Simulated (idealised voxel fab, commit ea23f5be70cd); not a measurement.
Proc. module: voxel tone inversion
Square cells of 5 nm make up the cross-section cut, whose width is 300 nm.
Cross-section = grid of square cells, listed top down in bands; band = one or more rows. Within each band entry, the heights of the top and of the bottom of the band appear first, in that order and in nm; the materials of the band then follow from left to right, each with its corresponding width in nm. The designation "full width" on a single material indicates that it fills the band from edge to edge; the designation "empty" indicates empty space. Measure heights from 0. That's the level where, below it, the as-received wafer is all one material. The lowest band is bottomless and extends downward; write it as in "top 0, no bottom". It should be noted that a width expressed as "30 to 40" varies in equal increments from row to row of cells within the band, taking the value of the first number at the top row and that of the second number at the bottom row. It should be understood that the words "all unchanged", when stated for a given step, signify that the cross-section underwent no change in any of its cells during that step. "Enclosed void entries" lists enclosed empty spaces (at least 8 cells, no open path upward to the top), each as width x height at distance from the left edge, in nm. Whatever follows a step's settings on its line is a remark the simulator itself makes about that step. A step's line can hold "overlay nm"; with a mask on that step, the setting says how far right of the planned place the mask lay, while a negative setting says it lay to the left.

Intended process steps:
1. RECEIVE [material Si]
2. CONFORMAL_DEP [material SiCN] [thk nm 5]
3. DIRECTIONAL_DEP [material polySi] [thk nm 15]
4. PATTERN [tone cover] [mask id POSTS] [material resist] [width nm 20] [pitch nm 40] [thk nm 25] [overlay nm 0]
5. DIRECTIONAL_ETCH [etch materials polySi] [depth nm 15]
6. STRIP [etch materials resist]
7. FILL_DEP [material SiO2] [thk nm 5]
8. CMP [height nm 20]
9. STRIP [etch materials polySi]

First of two wafers - as planned:

Cross-section, incoming material, after step 1:
top 0, no bottom: Si full width
Enclosed void entries: none

Wafer xsec, post step 2:
top 5, bottom 0: SiCN full width
Under the height 0 nothing was changed.

Wafer xsec, post step 3:
top 20, bottom 5: polySi full width
Under the height 5 nothing was changed.

Wafer xsec, post step 4:
top 45, bottom 20: empty 120 nm  resist 20 nm  empty 20 nm  resist 20 nm  empty 120 nm
Under the height 20 nothing was changed.

Wafer xsec, post step 5:
top 45, bottom 20: empty 120 nm  resist 20 nm  empty 20 nm  resist 20 nm  empty 120 nm
top 20, bottom 5: empty 120 nm  polySi 20 nm  empty 20 nm  polySi 20 nm  empty 120 nm
Under the height 5 nothing was changed.

Wafer xsec, post step 6:
top 20, bottom 5: empty 120 nm  polySi 20 nm  empty 20 nm  polySi 20 nm  empty 120 nm
Under the height 5 nothing was changed.

Wafer xsec, post step 7:
top 25, bottom 20: SiO2 full width
top 20, bottom 5: SiO2 120 nm  polySi 20 nm  SiO2 20 nm  polySi 20 nm  SiO2 120 nm
Under the height 5 nothing was changed.

Wafer xsec, post step 8:
top 20, bottom 5: SiO2 120 nm  polySi 20 nm  SiO2 20 nm  polySi 20 nm  SiO2 120 nm
Under the height 5 nothing was changed.

Wafer xsec, post step 9:
top 20, bottom 5: SiO2 120 nm  empty 20 nm  SiO2 20 nm  empty 20 nm  SiO2 120 nm
Under the height 5 nothing was changed.

second wafer: like start, like plan, one mistake. Through step 3 it matches the first wafer:

Planned end of step 4: second wafer, cross-section:
top 45, bottom 20: empty 125 nm  resist 20 nm  empty 20 nm  resist 20 nm  empty 115 nm
Under the height 20 nothing was changed.

Planned end of step 5: second wafer, cross-section:
top 45, bottom 20: empty 125 nm  resist 20 nm  empty 20 nm  resist 20 nm  empty 115 nm
top 20, bottom 5: empty 125 nm  polySi 20 nm  empty 20 nm  polySi 20 nm  empty 115 nm
Under the height 5 nothing was changed.

Planned end of step 6: second wafer, cross-section:
top 20, bottom 5: empty 125 nm  polySi 20 nm  empty 20 nm  polySi 20 nm  empty 115 nm
Under the height 5 nothing was changed.

Planned end of step 7: second wafer, cross-section:
top 25, bottom 20: SiO2 full width
top 20, bottom 5: SiO2 125 nm  polySi 20 nm  SiO2 20 nm  polySi 20 nm  SiO2 115 nm
Under the height 5 nothing was changed.

Planned end of step 8: second wafer, cross-section:
top 20, bottom 5: SiO2 125 nm  polySi 20 nm  SiO2 20 nm  polySi 20 nm  SiO2 115 nm
Under the height 5 nothing was changed.

Planned end of step 9: second wafer, cross-section:
top 20, bottom 5: SiO2 125 nm  empty 20 nm  SiO2 20 nm  empty 20 nm  SiO2 115 nm
Under the height 5 nothing was changed.
Deviation noted in wafer processing: for step 4, the planned setting was not used; the step was instead run as PATTERN [tone cover] [mask id POSTS] [material resist] [width nm 20] [pitch nm 40] [thk nm 25] [overlay nm 5]
Both wafers, final: cells per material equal; arrangement not.
